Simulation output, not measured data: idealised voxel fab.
This is a process module. Its name is voxel gate over fins.
Cross-section cut: width 150 nm, square cells of 5 nm.
Reading order for cross-sections: top band down to bottom band. Underlying form: a grid of square cells. Band size: one or more rows of cells. Top, bottom (nm), then materials left to right with widths (nm); lone material tagged "everywhere" fills the whole band edge to edge; "air" = empty space. Measure heights from 0. That's the level where, below it, the as-received wafer is all one material. The lowest band is bottomless and extends downward; write it as in "0 and below". Width: "30..40" (first number = top row, second number = bottom row, same change from row to row of cells). It should be understood that the words "all unchanged", when stated for a given step, signify that the cross-section underwent no change in any of its cells during that step. Entry "Closed-off voids" = empty spaces >= 8 cells with no open way to the top; each as width x height at distance, distance from left edge, all nm. after a step's settings: what the simulator itself notes on the step. overlay nm: for a step with a mask, the amount by which the mask lay right of where it was planned; a negative amount means left of it.
Steps planned for the process
1 RECEIVE (material Si)
2 CONFORMAL_DEP (material SiN; thk nm 5)
3 DIRECTIONAL_DEP (material aC; thk nm 10)
4 PATTERN (tone cover; mask id FINS; material resist; width nm 15; pitch nm 40; thk nm 25; overlay nm 0)
5 DIRECTIONAL_ETCH (etch materials aC; depth nm 10)
6 STRIP (etch materials resist)
7 DIRECTIONAL_ETCH (etch materials SiN; depth nm 5)
8 DIRECTIONAL_ETCH (etch materials Si; depth nm 30)
9 STRIP (etch materials aC)
10 FILL_DEP (material SiO2; thk nm 10)
11 CMP (height nm 5)
12 SELECTIVE_ETCH (etch materials SiO2; depth nm 15)
13 STRIP (etch materials SiN)
14 CONFORMAL_DEP (material HfO2; thk nm 5)
15 CONFORMAL_DEP (material TiN; thk nm 5)
16 FILL_DEP (material W; thk nm 10)
17 CMP (height nm 15)
18 CONFORMAL_DEP (material SiN; thk nm 5)
Wafer at receipt (post step 1), cross-section
	0 and below: Si everywhere
	Closed-off voids: none
First of two wafers: cross-section at end of module, run per plan
	20 down to 15: SiN everywhere
	15 down to 10: W everywhere
	10 down to 5: 35 W  35 TiN  5 W  35 TiN  40 W
	5 down to 0: 35 W  5 TiN  25 HfO2  5 TiN  5 W  5 TiN  25 HfO2  5 TiN  40 W
	0 down to -5: 40 TiN  5 HfO2  15 Si  5 HfO2  15 TiN  5 HfO2  15 Si  5 HfO2  45 TiN
	-5 down to -10: 45 HfO2  15 Si  25 HfO2  15 Si  50 HfO2
	-10 down to -30: 45 SiO2  15 Si  25 SiO2  15 Si  50 SiO2
	-30 and below: Si everywhere
	Closed-off voids: none
Wafer two, sectioned after the module: the first wafer's start, the first wafer's plan, and one mistake in how it was run
	20 down to 15: SiN everywhere
	15 down to 5: W everywhere
	5 down to 0: 35 W  35 TiN  5 W  35 TiN  40 W
	0 down to -5: 35 W  5 TiN  25 HfO2  5 TiN  5 W  5 TiN  25 HfO2  5 TiN  40 W
	-5 down to -10: 35 W  5 TiN  5 HfO2  15 Si  5 HfO2  5 TiN  5 W  5 TiN  5 HfO2  15 Si  5 HfO2  5 TiN  40 W
	-10 down to -15: 40 TiN  5 HfO2  15 Si  5 HfO2  15 TiN  5 HfO2  15 Si  5 HfO2  45 TiN
	-15 down to -20: 45 HfO2  15 Si  25 HfO2  15 Si  50 HfO2
	-20 down to -30: 45 SiO2  15 Si  25 SiO2  15 Si  50 SiO2
	-30 and below: Si everywhere
	Closed-off voids: none
What went wrong in running the wafer? step 11 was run on a setting that differed from the plan, and what really ran there is CMP (height nm -5)
Per the end-of-run cell counts, the second wafer holds more or fewer of some materials than the first: HfO2: 4 more | Si: 6 fewer | SiO2: 48 fewer | TiN: 4 more | W: 46 more
